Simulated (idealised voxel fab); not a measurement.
A process module follows: voxel ribs on slabs.
230 nm wide, 5 nm square cells: that's cross-section cut.
Cross-section spec: square-cell grid; bands listed top down; each band is one or more rows. Quick guide to a band line: top height, bottom height (nm) up front; then every material left to right with its width in nm. Only one material and it's marked "throughout"? Then it fills the band edge to edge. And "empty" just means empty space. Heights from 0 (as-received wafer is one material below). Bottom band endless downward, as "0 -> down". Width "30..40": first value at the band's top row of cells, second value at its bottom row, equal change from row to row. "no alterations made" means the step left every cell of the cross-section as it was. "Internal closed voids" means: voids of 8 cells or more that are shut off from the top with no open way through. Written width x height at distance, distance from the left edge, in nm. Read whatever lies past the settings on a step's line as the simulator's own remark about the step. When a step includes a mask, the "overlay nm" setting on its line states how far to the right of its planned place that mask lay, and negative values state how far to the left.

-- Process steps (planned)
1) RECEIVE with material Si
2) DIRECTIONAL_DEP with material SiO2, thk nm 25
3) DIRECTIONAL_DEP with material SiN, thk nm 20
4) PATTERN with tone cover, mask id RIB, material resist, width nm 20, thk nm 15, overlay nm 0
5) DIRECTIONAL_ETCH with etch materials SiN, depth nm 5
6) STRIP with etch materials resist
7) PATTERN with tone cover, mask id SLAB, material resist, width nm 50, thk nm 20, overlay nm 0
8) DIRECTIONAL_ETCH with etch materials SiN, depth nm 15
9) STRIP with etch materials resist
10) FILL_DEP with material SiO2, thk nm 15
11) CMP with height nm 55
12) DIRECTIONAL_DEP with material W, thk nm 5
13) PATTERN with tone cover, mask id HEATER, material resist, width nm 30, thk nm 20, overlay nm 0
14) DIRECTIONAL_ETCH with etch materials W, depth nm 5
15) STRIP with etch materials resist
16) CONFORMAL_DEP with material SiN, thk nm 10

-- On the first of the two wafers: run conducted according to plan

-- As-received wafer cross-section (after step 1)
> 0 -> down  Si throughout
> Internal closed voids: none

-- Cross-sectional representation of the wafer at the conclusion of step 2
> 25 -> 0  SiO2 throughout
> Everything under 0 stays put, no change at all.

-- Cross-sectional representation of the wafer at the conclusion of step 3
> 45 -> 25  SiN throughout
> Everything under 25 stays put, no change at all.

-- Cross-sectional representation of the wafer at the conclusion of step 4
> 60 -> 45  empty 105 nm  resist 20 nm  empty 105 nm
> Everything under 45 stays put, no change at all.

-- Cross-sectional representation of the wafer at the conclusion of step 5
> 60 -> 45  empty 105 nm  resist 20 nm  empty 105 nm
> 45 -> 40  empty 105 nm  SiN 20 nm  empty 105 nm
> Everything under 40 stays put, no change at all.

-- Cross-sectional representation of the wafer at the conclusion of step 6
> 45 -> 40  empty 105 nm  SiN 20 nm  empty 105 nm
> Everything under 40 stays put, no change at all.

-- Cross-sectional representation of the wafer at the conclusion of step 7
> 65 -> 45  empty 90 nm  resist 50 nm  empty 90 nm
> 45 -> 40  empty 90 nm  resist 15 nm  SiN 20 nm  resist 15 nm  empty 90 nm
> Everything under 40 stays put, no change at all.

-- Cross-sectional representation of the wafer at the conclusion of step 8
> 65 -> 45  empty 90 nm  resist 50 nm  empty 90 nm
> 45 -> 40  empty 90 nm  resist 15 nm  SiN 20 nm  resist 15 nm  empty 90 nm
> 40 -> 25  empty 90 nm  SiN 50 nm  empty 90 nm
> Everything under 25 stays put, no change at all.

-- Cross-sectional representation of the wafer at the conclusion of step 9
> 45 -> 40  empty 105 nm  SiN 20 nm  empty 105 nm
> Everything under 40 stays put, no change at all.

-- Cross-sectional representation of the wafer at the conclusion of step 10
> 60 -> 45  SiO2 throughout
> 45 -> 40  SiO2 105 nm  SiN 20 nm  SiO2 105 nm
> 40 -> 25  SiO2 90 nm  SiN 50 nm  SiO2 90 nm
> Everything under 25 stays put, no change at all.

-- Cross-sectional representation of the wafer at the conclusion of step 11
> 55 -> 45  SiO2 throughout
> Everything under 45 stays put, no change at all.

-- Cross-sectional representation of the wafer at the conclusion of step 12
> 60 -> 55  W throughout
> Everything under 55 stays put, no change at all.

-- Cross-sectional representation of the wafer at the conclusion of step 13
> 80 -> 60  empty 100 nm  resist 30 nm  empty 100 nm
> Everything under 60 stays put, no change at all.

-- Cross-sectional representation of the wafer at the conclusion of step 14
> 80 -> 60  empty 100 nm  resist 30 nm  empty 100 nm
> 60 -> 55  empty 100 nm  W 30 nm  empty 100 nm
> Everything under 55 stays put, no change at all.

-- Cross-sectional representation of the wafer at the conclusion of step 15
> 60 -> 55  empty 100 nm  W 30 nm  empty 100 nm
> Everything under 55 stays put, no change at all.

-- Cross-sectional representation of the wafer at the conclusion of step 16
> 70 -> 65  empty 90 nm  SiN 50 nm  empty 90 nm
> 65 -> 60  SiN throughout
> 60 -> 55  SiN 100 nm  W 30 nm  SiN 100 nm
> Everything under 55 stays put, no change at all.

-- The remaining wafer, second of the two, started like the first and was run to the same plan, except that one mistake was made along the way; the two coincide through step 3, inclusive

-- Cross-sectional view of the second wafer at the intended end time of process step 4
> 60 -> 45  resist 105 nm  empty 20 nm  resist 105 nm
> Everything under 45 stays put, no change at all.

-- Cross-sectional view of the second wafer at the intended end time of process step 5
> 60 -> 45  resist 105 nm  empty 20 nm  resist 105 nm
> 45 -> 40  SiN 105 nm  empty 20 nm  SiN 105 nm
> Everything under 40 stays put, no change at all.

-- Cross-sectional view of the second wafer at the intended end time of process step 6
> 45 -> 40  SiN 105 nm  empty 20 nm  SiN 105 nm
> Everything under 40 stays put, no change at all.

-- Cross-sectional view of the second wafer at the intended end time of process step 7
> 65 -> 45  empty 90 nm  resist 50 nm  empty 90 nm
> 45 -> 40  SiN 105 nm  resist 20 nm  SiN 105 nm
> Everything under 40 stays put, no change at all.

-- Cross-sectional view of the second wafer at the intended end time of process step 8
> 65 -> 45  empty 90 nm  resist 50 nm  empty 90 nm
> 45 -> 40  empty 90 nm  SiN 15 nm  resist 20 nm  SiN 15 nm  empty 90 nm
> 40 -> 30  empty 90 nm  SiN 50 nm  empty 90 nm
> Everything under 30 stays put, no change at all.

-- Cross-sectional view of the second wafer at the intended end time of process step 9
> 45 -> 40  empty 90 nm  SiN 15 nm  empty 20 nm  SiN 15 nm  empty 90 nm
> Everything under 40 stays put, no change at all.

-- Cross-sectional view of the second wafer at the intended end time of process step 10
> 60 -> 45  SiO2 throughout
> 45 -> 40  SiO2 90 nm  SiN 15 nm  SiO2 20 nm  SiN 15 nm  SiO2 90 nm
> 40 -> 30  SiO2 90 nm  SiN 50 nm  SiO2 90 nm
> Everything under 30 stays put, no change at all.

-- Cross-sectional view of the second wafer at the intended end time of process step 11
> 55 -> 45  SiO2 throughout
> Everything under 45 stays put, no change at all.

-- Cross-sectional view of the second wafer at the intended end time of process step 12
> 60 -> 55  W throughout
> Everything under 55 stays put, no change at all.

-- Cross-sectional view of the second wafer at the intended end time of process step 13
> 80 -> 60  empty 100 nm  resist 30 nm  empty 100 nm
> Everything under 60 stays put, no change at all.

-- Cross-sectional view of the second wafer at the intended end time of process step 14
> 80 -> 60  empty 100 nm  resist 30 nm  empty 100 nm
> 60 -> 55  empty 100 nm  W 30 nm  empty 100 nm
> Everything under 55 stays put, no change at all.

-- Cross-sectional view of the second wafer at the intended end time of process step 15
> 60 -> 55  empty 100 nm  W 30 nm  empty 100 nm
> Everything under 55 stays put, no change at all.

-- Cross-sectional view of the second wafer at the intended end time of process step 16
> 70 -> 65  empty 90 nm  SiN 50 nm  empty 90 nm
> 65 -> 60  SiN throughout
> 60 -> 55  SiN 100 nm  W 30 nm  SiN 100 nm
> Everything under 55 stays put, no change at all.
Error vs. plan: step 4 off recipe, ran as PATTERN with tone open, mask id RIB, material resist, width nm 20, thk nm 15, overlay nm 0
Materials where the second wafer ends with more or fewer cells than the first: SiN: 38 more | SiO2: 38 fewer
